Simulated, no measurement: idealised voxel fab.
The document below concerns the process module designated voxel transistor to metal.
Each square cell in cross-section cut measures 5 nm, and the section as a whole is 260 nm wide.
Cross-section format: a grid of square cells, given as bands from top to bottom; each band is one or more rows of cells.
Look at the band entry: it leads with the top's height and the bottom's height in nm. Then it lists the materials left to right, with a width in nm for each. The word "full width" on a single material says that material fills the band edge to edge. The word "empty" is empty space.
Height reference: 0 = level under which incoming wafer is all one material. Lowest band: no bottom, runs on downward, e.g. "0 down".
The width entry "30..40" should be interpreted row by row: the top row of cells in the band takes the first number, the bottom row takes the second number, and the change between adjacent rows is uniform throughout.
Step note "no modification" = no cross-section cell changed.
Voids not open to the top, 8 cells minimum: see "Tabulated closed voids". Written width x height at distance; distance is from the left edge; nm.
Where a step's line continues beyond its settings, the continuation is a remark by the simulator itself on that step.
If you see "overlay nm" on a step's line and that step has a mask, it's telling you how far right of where it was planned the mask ended up; a negative number means it went left instead.
**The following list gives the planned process steps**
- 1: RECEIVE with material Si
- 2: CONFORMAL_DEP with material SiO2, thk nm 5
- 3: CONFORMAL_DEP with material SiN, thk nm 15
- 4: DIRECTIONAL_DEP with material aC, thk nm 15
- 5: PATTERN with tone cover, mask id ACTIVE, material resist, width nm 100, pitch nm 130, thk nm 30, overlay nm 0
- 6: DIRECTIONAL_ETCH with etch materials aC, depth nm 15
- 7: STRIP with etch materials resist
- 8: DIRECTIONAL_ETCH with etch materials SiN, depth nm 15
- 9: DIRECTIONAL_ETCH with etch materials SiO2, depth nm 5
- 10: DIRECTIONAL_ETCH with etch materials Si, depth nm 25
- 11: STRIP with etch materials aC
- 12: FILL_DEP with material SiO2, thk nm 15
- 13: CMP with height nm 20
- 14: SELECTIVE_ETCH with etch materials SiO2, depth nm 15
- 15: STRIP with etch materials SiN
- 16: SELECTIVE_ETCH with etch materials SiO2, depth nm 5
- 17: OXIDIZE with depth nm 5
- 18: DIRECTIONAL_DEP with material polySi, thk nm 20
- 19: DIRECTIONAL_DEP with material SiCN, thk nm 15
- 20: PATTERN with tone cover, mask id GATE, material resist, width nm 20, pitch nm 130, thk nm 20, overlay nm 0
- 21: DIRECTIONAL_ETCH with etch materials SiCN, depth nm 25
- 22: DIRECTIONAL_ETCH with etch materials polySi, depth nm 30
- 23: STRIP with etch materials resist
- 24: CONFORMAL_DEP with material SiO2, thk nm 5
- 25: DIRECTIONAL_ETCH with etch materials SiO2, depth nm 5
- 26: CONFORMAL_DEP with material SiN, thk nm 10
- 27: DIRECTIONAL_ETCH with etch materials SiN, depth nm 10
- 28: DIRECTIONAL_ETCH with etch materials SiO2, depth nm 5
- 29: DIRECTIONAL_ETCH with etch materials Si, depth nm 10
- 30: EPI with material SiGe, thk nm 15
- 31: FILL_DEP with material SiO2, thk nm 5
- 32: CMP with height nm 35
- 33: DIRECTIONAL_DEP with material SiO2, thk nm 10
- 34: DIRECTIONAL_DEP with material aC, thk nm 15
- 35: PATTERN with tone open, mask id CONTACT, material resist, width nm 15, pitch nm 65, thk nm 35, overlay nm 0
- 36: DIRECTIONAL_ETCH with etch materials aC, depth nm 15
- 37: STRIP with etch materials resist
- 38: DIRECTIONAL_ETCH with etch materials SiO2, depth nm 35
- 39: STRIP with etch materials aC
- 40: CONFORMAL_DEP with material TiN, thk nm 5
- 41: FILL_DEP with material W, thk nm 5
- 42: CMP with height nm 45
- 43: DIRECTIONAL_DEP with material TiN, thk nm 5
- 44: DIRECTIONAL_DEP with material W, thk nm 15
- 45: DIRECTIONAL_DEP with material aC, thk nm 10
- 46: PATTERN with tone cover, mask id METAL_1, material resist, width nm 15, pitch nm 65, thk nm 25, overlay nm 0
- 47: DIRECTIONAL_ETCH with etch materials aC, depth nm 10
- 48: STRIP with etch materials resist
- 49: DIRECTIONAL_ETCH with etch materials W, depth nm 15
- 50: DIRECTIONAL_ETCH with etch materials TiN, depth nm 5
- 51: STRIP with etch materials aC
- 52: CONFORMAL_DEP with material SiCN, thk nm 5
- 53: FILL_DEP with material lowk, thk nm 5
- 54: CMP with height nm 65
- 55: CONFORMAL_DEP with material SiCN, thk nm 5
- 56: DIRECTIONAL_DEP with material lowk, thk nm 35
- 57: DIRECTIONAL_DEP with material aC, thk nm 10
- 58: PATTERN with tone open, mask id METAL_2, material resist, width nm 15, pitch nm 130, thk nm 25, overlay nm 0
- 59: DIRECTIONAL_ETCH with etch materials aC, depth nm 10
- 60: STRIP with etch materials resist
- 61: DIRECTIONAL_ETCH with etch materials lowk, depth nm 20
- 62: STRIP with etch materials aC
- 63: MASKED_ETCH with tone open, mask id METAL_2_HOLES, width nm 15, pitch nm 130, etch materials lowk, depth nm 15, overlay nm 0
- 64: MASKED_ETCH with tone open, mask id METAL_2_HOLES, width nm 15, pitch nm 130, etch materials SiCN, depth nm 5, overlay nm 0
- 65: CONFORMAL_DEP with material TiN, thk nm 5
- 66: FILL_DEP with material Cu, thk nm 5
- 67: CMP with height nm 105
- 68: CONFORMAL_DEP with material SiN, thk nm 5
**The cross-section here shows the wafer as received, i.e. in its state after step 1**
	0 down: Si full width
	Tabulated closed voids: none
**End-of-module XS, first of two wafers, run as planned**
	110 to 105: SiN full width
	105 to 70: 25 lowk / 5 TiN / 5 Cu / 5 TiN / 115 lowk / 5 TiN / 5 Cu / 5 TiN / 90 lowk
	70 to 65: 25 SiCN / 15 TiN / 115 SiCN / 15 TiN / 90 SiCN
	65 to 50: 20 lowk / 5 SiCN / 15 W / 5 SiCN / 40 lowk / 5 SiCN / 15 W / 5 SiCN / 40 lowk / 5 SiCN / 15 W / 5 SiCN / 40 lowk / 5 SiCN / 15 W / 5 SiCN / 20 lowk
	50 to 45: 25 SiCN / 15 TiN / 50 SiCN / 15 TiN / 50 SiCN / 15 TiN / 50 SiCN / 15 TiN / 25 SiCN
	45 to 35: 25 SiO2 / 5 TiN / 5 W / 5 TiN / 50 SiO2 / 5 TiN / 5 W / 5 TiN / 50 SiO2 / 5 TiN / 5 W / 5 TiN / 50 SiO2 / 5 TiN / 5 W / 5 TiN / 25 SiO2
	35 to 20: 25 SiO2 / 5 TiN / 5 W / 5 TiN / 10 SiN / 5 SiO2 / 20 SiCN / 5 SiO2 / 10 SiN / 5 TiN / 5 W / 5 TiN / 50 SiO2 / 5 TiN / 5 W / 5 TiN / 10 SiN / 5 SiO2 / 20 SiCN / 5 SiO2 / 10 SiN / 5 TiN / 5 W / 5 TiN / 25 SiO2
	20 to 15: 25 SiO2 / 5 TiN / 5 W / 5 TiN / 10 SiN / 5 SiO2 / 20 polySi / 5 SiO2 / 10 SiN / 5 TiN / 5 W / 5 TiN / 50 SiO2 / 5 TiN / 5 W / 5 TiN / 10 SiN / 5 SiO2 / 20 polySi / 5 SiO2 / 10 SiN / 5 TiN / 5 W / 5 TiN / 25 SiO2
	15 to 10: 25 SiO2 / 15 TiN / 10 SiN / 5 SiO2 / 20 polySi / 5 SiO2 / 10 SiN / 15 TiN / 50 SiO2 / 15 TiN / 10 SiN / 5 SiO2 / 20 polySi / 5 SiO2 / 10 SiN / 15 TiN / 25 SiO2
	10 to 0: 25 SiO2 / 15 SiGe / 10 SiN / 5 SiO2 / 20 polySi / 5 SiO2 / 10 SiN / 15 SiGe / 50 SiO2 / 15 SiGe / 10 SiN / 5 SiO2 / 20 polySi / 5 SiO2 / 10 SiN / 15 SiGe / 25 SiO2
	0 to -5: 10 SiO2 / 30 SiGe / 50 SiO2 / 30 SiGe / 20 SiO2 / 30 SiGe / 50 SiO2 / 30 SiGe / 10 SiO2
	-5 to -15: 15 SiO2 / 25 SiGe / 50 Si / 25 SiGe / 30 SiO2 / 25 SiGe / 50 Si / 25 SiGe / 15 SiO2
	-15 to -25: 15 SiO2 / 100 Si / 30 SiO2 / 100 Si / 15 SiO2
	-25 down: Si full width
	Tabulated closed voids: none
**So this is wafer number two of the two, cut at the end of the module - it started where the first did and had the same plan, we just got one thing wrong running it**
	110 to 105: SiN full width
	105 to 90: 20 lowk / 5 TiN / 15 Cu / 5 TiN / 105 lowk / 5 TiN / 15 Cu / 5 TiN / 85 lowk
	90 to 85: 20 lowk / 10 TiN / 5 Cu / 10 TiN / 105 lowk / 10 TiN / 5 Cu / 10 TiN / 85 lowk
	85 to 70: 25 lowk / 5 TiN / 5 Cu / 5 TiN / 115 lowk / 5 TiN / 5 Cu / 5 TiN / 90 lowk
	70 to 65: 25 SiCN / 15 TiN / 115 SiCN / 15 TiN / 90 SiCN
	65 to 50: 20 lowk / 5 SiCN / 15 W / 5 SiCN / 40 lowk / 5 SiCN / 15 W / 5 SiCN / 40 lowk / 5 SiCN / 15 W / 5 SiCN / 40 lowk / 5 SiCN / 15 W / 5 SiCN / 20 lowk
	50 to 45: 25 SiCN / 15 TiN / 50 SiCN / 15 TiN / 50 SiCN / 15 TiN / 50 SiCN / 15 TiN / 25 SiCN
	45 to 35: 25 SiO2 / 5 TiN / 5 W / 5 TiN / 50 SiO2 / 5 TiN / 5 W / 5 TiN / 50 SiO2 / 5 TiN / 5 W / 5 TiN / 50 SiO2 / 5 TiN / 5 W / 5 TiN / 25 SiO2
	35 to 20: 25 SiO2 / 5 TiN / 5 W / 5 TiN / 10 SiN / 5 SiO2 / 20 SiCN / 5 SiO2 / 10 SiN / 5 TiN / 5 W / 5 TiN / 50 SiO2 / 5 TiN / 5 W / 5 TiN / 10 SiN / 5 SiO2 / 20 SiCN / 5 SiO2 / 10 SiN / 5 TiN / 5 W / 5 TiN / 25 SiO2
	20 to 15: 25 SiO2 / 5 TiN / 5 W / 5 TiN / 10 SiN / 5 SiO2 / 20 polySi / 5 SiO2 / 10 SiN / 5 TiN / 5 W / 5 TiN / 50 SiO2 / 5 TiN / 5 W / 5 TiN / 10 SiN / 5 SiO2 / 20 polySi / 5 SiO2 / 10 SiN / 5 TiN / 5 W / 5 TiN / 25 SiO2
	15 to 10: 25 SiO2 / 15 TiN / 10 SiN / 5 SiO2 / 20 polySi / 5 SiO2 / 10 SiN / 15 TiN / 50 SiO2 / 15 TiN / 10 SiN / 5 SiO2 / 20 polySi / 5 SiO2 / 10 SiN / 15 TiN / 25 SiO2
	10 to 0: 25 SiO2 / 15 SiGe / 10 SiN / 5 SiO2 / 20 polySi / 5 SiO2 / 10 SiN / 15 SiGe / 50 SiO2 / 15 SiGe / 10 SiN / 5 SiO2 / 20 polySi / 5 SiO2 / 10 SiN / 15 SiGe / 25 SiO2
	0 to -5: 10 SiO2 / 30 SiGe / 50 SiO2 / 30 SiGe / 20 SiO2 / 30 SiGe / 50 SiO2 / 30 SiGe / 10 SiO2
	-5 to -15: 15 SiO2 / 25 SiGe / 50 Si / 25 SiGe / 30 SiO2 / 25 SiGe / 50 Si / 25 SiGe / 15 SiO2
	-15 to -25: 15 SiO2 / 100 Si / 30 SiO2 / 100 Si / 15 SiO2
	-25 down: Si full width
	Tabulated closed voids: none
Processing error: step 58 was run on a setting that differed from the plan, and what really ran there is PATTERN with tone open, mask id METAL_2, material resist, width nm 25, pitch nm 130, thk nm 25, overlay nm 0
at the end the second wafer has, in cells: 12 more of Cu, 4 more of TiN, 16 fewer of lowk
